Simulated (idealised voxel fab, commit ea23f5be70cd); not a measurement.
The document below concerns the process module designated voxel self aligned vias.
Xsec cut, 175 nm wide, square cell size 5 nm.
Cross-sections here: square-cell grids, written as top-down lists of bands, a band being one or more rows of cells. Quick guide to a band line: top height, bottom height (nm) up front; then every material left to right with its width in nm. Only one material and it's marked "edge to edge"? Then it fills the band edge to edge. And "empty" just means empty space. Height reference: 0 = level under which incoming wafer is all one material. Lowest band: no bottom, runs on downward, e.g. "0 and below". Per-row width for "30..40": begins at first number (top row of band), ends at second number (bottom row), increment between rows held constant. For the purposes of this document, the phrase "nothing changed" attached to a step denotes that no cell within the cross-section was modified by that step. The list in "Sealed internal cavities" covers empty spaces of 8 cells or more that cannot reach the top through any open way, and it gives each as width x height at distance; the distance is from the left edge, and width, height and distance are in nm. Note: text after step settings on the step line = simulator remark on that step. Steps that use a mask can have "overlay nm" on their line. It says how far the mask sat to the right of where it was meant to be. Negative means to the left.

**So here's the lineup of process steps we planned**
- 1: RECEIVE (material Si)
- 2: CONFORMAL_DEP (material SiO2; thk nm 10)
- 3: CONFORMAL_DEP (material SiCN; thk nm 5)
- 4: DIRECTIONAL_DEP (material SiO2; thk nm 25)
- 5: MASKED_ETCH (tone open; mask id LINES; width nm 25; pitch nm 65; etch materials SiO2; depth nm 25; overlay nm 0)
- 6: CONFORMAL_DEP (material TiN; thk nm 5)
- 7: FILL_DEP (material Ru; thk nm 5)
- 8: CMP (height nm 40)
- 9: SELECTIVE_ETCH (etch materials W Ru TiN; depth nm 5)
- 10: FILL_DEP (material SiN; thk nm 5)
- 11: CMP (height nm 40)
- 12: DIRECTIONAL_DEP (material SiO2; thk nm 20)
- 13: DIRECTIONAL_DEP (material aC; thk nm 15)
- 14: PATTERN (tone open; mask id VIAS; material resist; width nm 35; thk nm 35; overlay nm 0)
- 15: DIRECTIONAL_ETCH (etch materials aC; depth nm 15)
- 16: STRIP (etch materials resist)
- 17: DIRECTIONAL_ETCH (etch materials SiO2; depth nm 20)
- 18: DIRECTIONAL_ETCH (etch materials SiN; depth nm 5)
- 19: STRIP (etch materials aC)
- 20: CONFORMAL_DEP (material TiN; thk nm 5)
- 21: FILL_DEP (material Cu; thk nm 5)
- 22: CMP (height nm 60)
- 23: CONFORMAL_DEP (material SiCN; thk nm 5)

**The cross-section here shows the wafer as received, i.e. in its state after step 1**
* 0 and below | Si edge to edge
* Sealed internal cavities: none

**Post-module cross-section: identical start and plan to those above, one misstep in execution**
* 65 down to 60 | SiCN edge to edge
* 60 down to 45 | 30 nm SiO2 / 5 nm TiN / 35 nm Cu / 5 nm TiN / 100 nm SiO2
* 45 down to 40 | 30 nm SiO2 / 15 nm TiN / 15 nm Cu / 15 nm TiN / 100 nm SiO2
* 40 down to 35 | 40 nm SiO2 / 25 nm TiN / 40 nm SiO2 / 25 nm SiN / 45 nm SiO2
* 35 down to 20 | 40 nm SiO2 / 5 nm TiN / 15 nm Ru / 5 nm TiN / 40 nm SiO2 / 5 nm TiN / 15 nm Ru / 5 nm TiN / 45 nm SiO2
* 20 down to 15 | 40 nm SiO2 / 25 nm TiN / 40 nm SiO2 / 25 nm TiN / 45 nm SiO2
* 15 down to 10 | SiCN edge to edge
* 10 down to 0 | SiO2 edge to edge
* 0 and below | Si edge to edge
* Sealed internal cavities: none
Here's what went sideways: step 14 ran differently from the plan; actual operation with settings: PATTERN (tone open; mask id VIAS; material resist; width nm 45; thk nm 35; overlay nm 0)
